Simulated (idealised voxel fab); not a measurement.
Presented below is a process module, voxel ribs on slabs.
This is section cut - it's 270 nm across, gridded in 5 nm square cells.
Cross-section format: a grid of square cells, given as bands from top to bottom; each band is one or more rows of cells. Top, bottom (nm), then materials left to right with widths (nm); lone material tagged "full width" fills the whole band edge to edge; "blank" = empty space. Convention: height 0 is the level below which the wafer, as received, is all one material. The lowest band does not terminate at the bottom but continues downward, represented as "top 0, no bottom". A two-number width, for instance "30..40", indicates that the width is equal to the first number in the top row of the band and to the second number in the bottom row, and that it changes by a constant amount per row of cells. The cross-section has no changed cell in any step marked "left unchanged". Enclosed voids (no open way to top), threshold 8 cells or more, entry "Unvented internal voids", notation width x height at distance, distance from left edge, nm. Note: text after step settings on the step line = simulator remark on that step. overlay nm: step with mask; distance mask lay right of planned place; negative value = left of planned place.

THIS SECTION LISTS THE PROCESS STEPS THAT WERE PLANNED
1,RECEIVE with material Si
2,DIRECTIONAL_DEP with material SiO2, thk nm 25
3,DIRECTIONAL_DEP with material SiN, thk nm 20
4,DIRECTIONAL_DEP with material aC, thk nm 15
5,PATTERN with tone cover, mask id RIB, material resist, width nm 15, thk nm 35, overlay nm 0
6,DIRECTIONAL_ETCH with etch materials aC, depth nm 15
7,STRIP with etch materials resist
8,DIRECTIONAL_ETCH with etch materials SiN, depth nm 5
9,STRIP with etch materials aC
10,MASKED_ETCH with tone cover, mask id SLAB, width nm 55, etch materials SiN, depth nm 15, overlay nm 0
11,FILL_DEP with material SiO2, thk nm 15
12,CMP with height nm 55
13,DIRECTIONAL_DEP with material W, thk nm 10
14,PATTERN with tone cover, mask id HEATER, material resist, width nm 25, thk nm 15, overlay nm 0
15,DIRECTIONAL_ETCH with etch materials W, depth nm 10
16,STRIP with etch materials resist
17,CONFORMAL_DEP with material SiN, thk nm 5

FIRST OF TWO WAFERS - AS PLANNED

AS RECEIVED (POST STEP 1): CROSS-SECTION
top 0, no bottom | Si full width
Unvented internal voids: none

CROSS-SECTION OF THE WAFER SUBSEQUENT TO STEP 2
top 25, bottom 0 | SiO2 full width
Everything under 0 stays put, no change at all.

CROSS-SECTION OF THE WAFER SUBSEQUENT TO STEP 3
top 45, bottom 25 | SiN full width
Everything under 25 stays put, no change at all.

CROSS-SECTION OF THE WAFER SUBSEQUENT TO STEP 4
top 60, bottom 45 | aC full width
Everything under 45 stays put, no change at all.

CROSS-SECTION OF THE WAFER SUBSEQUENT TO STEP 5
top 95, bottom 60 | blank 125 / resist 15 / blank 130
Everything under 60 stays put, no change at all.

CROSS-SECTION OF THE WAFER SUBSEQUENT TO STEP 6
top 80, bottom 60 | blank 125 / resist 15 / blank 130
top 60, bottom 45 | blank 125 / aC 15 / blank 130
Everything under 45 stays put, no change at all.

CROSS-SECTION OF THE WAFER SUBSEQUENT TO STEP 7
top 60, bottom 45 | blank 125 / aC 15 / blank 130
Everything under 45 stays put, no change at all.

CROSS-SECTION OF THE WAFER SUBSEQUENT TO STEP 8
top 60, bottom 45 | blank 125 / aC 15 / blank 130
top 45, bottom 40 | blank 125 / SiN 15 / blank 130
Everything under 40 stays put, no change at all.

CROSS-SECTION OF THE WAFER SUBSEQUENT TO STEP 9
top 45, bottom 40 | blank 125 / SiN 15 / blank 130
Everything under 40 stays put, no change at all.

CROSS-SECTION OF THE WAFER SUBSEQUENT TO STEP 10
top 45, bottom 40 | blank 125 / SiN 15 / blank 130
top 40, bottom 25 | blank 105 / SiN 55 / blank 110
Everything under 25 stays put, no change at all.

CROSS-SECTION OF THE WAFER SUBSEQUENT TO STEP 11
top 60, bottom 45 | SiO2 full width
top 45, bottom 40 | SiO2 125 / SiN 15 / SiO2 130
top 40, bottom 25 | SiO2 105 / SiN 55 / SiO2 110
Everything under 25 stays put, no change at all.

CROSS-SECTION OF THE WAFER SUBSEQUENT TO STEP 12
top 55, bottom 45 | SiO2 full width
Everything under 45 stays put, no change at all.

CROSS-SECTION OF THE WAFER SUBSEQUENT TO STEP 13
top 65, bottom 55 | W full width
Everything under 55 stays put, no change at all.

CROSS-SECTION OF THE WAFER SUBSEQUENT TO STEP 14
top 80, bottom 65 | blank 120 / resist 25 / blank 125
Everything under 65 stays put, no change at all.

CROSS-SECTION OF THE WAFER SUBSEQUENT TO STEP 15
top 80, bottom 65 | blank 120 / resist 25 / blank 125
top 65, bottom 55 | blank 120 / W 25 / blank 125
Everything under 55 stays put, no change at all.

CROSS-SECTION OF THE WAFER SUBSEQUENT TO STEP 16
top 65, bottom 55 | blank 120 / W 25 / blank 125
Everything under 55 stays put, no change at all.

CROSS-SECTION OF THE WAFER SUBSEQUENT TO STEP 17
top 70, bottom 65 | blank 115 / SiN 35 / blank 120
top 65, bottom 60 | blank 115 / SiN 5 / W 25 / SiN 5 / blank 120
top 60, bottom 55 | SiN 120 / W 25 / SiN 125
Everything under 55 stays put, no change at all.

WAFER TWO OF THE PAIR: SAME ORIGIN, SAME PLAN, ONE ERROR DURING THE RUN; IDENTICAL TO WAFER ONE UP TO AND INCLUDING STEP 13

LOOK AT THE SECOND WAFER IN CROSS-SECTION AT THE TIME STEP 14 OUGHT TO HAVE FINISHED
top 80, bottom 65 | resist 120 / blank 25 / resist 125
Everything under 65 stays put, no change at all.

LOOK AT THE SECOND WAFER IN CROSS-SECTION AT THE TIME STEP 15 OUGHT TO HAVE FINISHED
top 80, bottom 65 | resist 120 / blank 25 / resist 125
top 65, bottom 55 | W 120 / blank 25 / W 125
Everything under 55 stays put, no change at all.

LOOK AT THE SECOND WAFER IN CROSS-SECTION AT THE TIME STEP 16 OUGHT TO HAVE FINISHED
top 65, bottom 55 | W 120 / blank 25 / W 125
Everything under 55 stays put, no change at all.

LOOK AT THE SECOND WAFER IN CROSS-SECTION AT THE TIME STEP 17 OUGHT TO HAVE FINISHED
top 70, bottom 65 | SiN 125 / blank 15 / SiN 130
top 65, bottom 60 | W 120 / SiN 5 / blank 15 / SiN 5 / W 125
top 60, bottom 55 | W 120 / SiN 25 / W 125
Everything under 55 stays put, no change at all.
Finding, execution versus plan: step 14, actual vs plan mismatch, actual run PATTERN with tone open, mask id HEATER, material resist, width nm 25, thk nm 15, overlay nm 0
Upon completion, the second wafer contains, in terms of cells, a greater or smaller amount of certain materials than the first wafer: 88 more of W
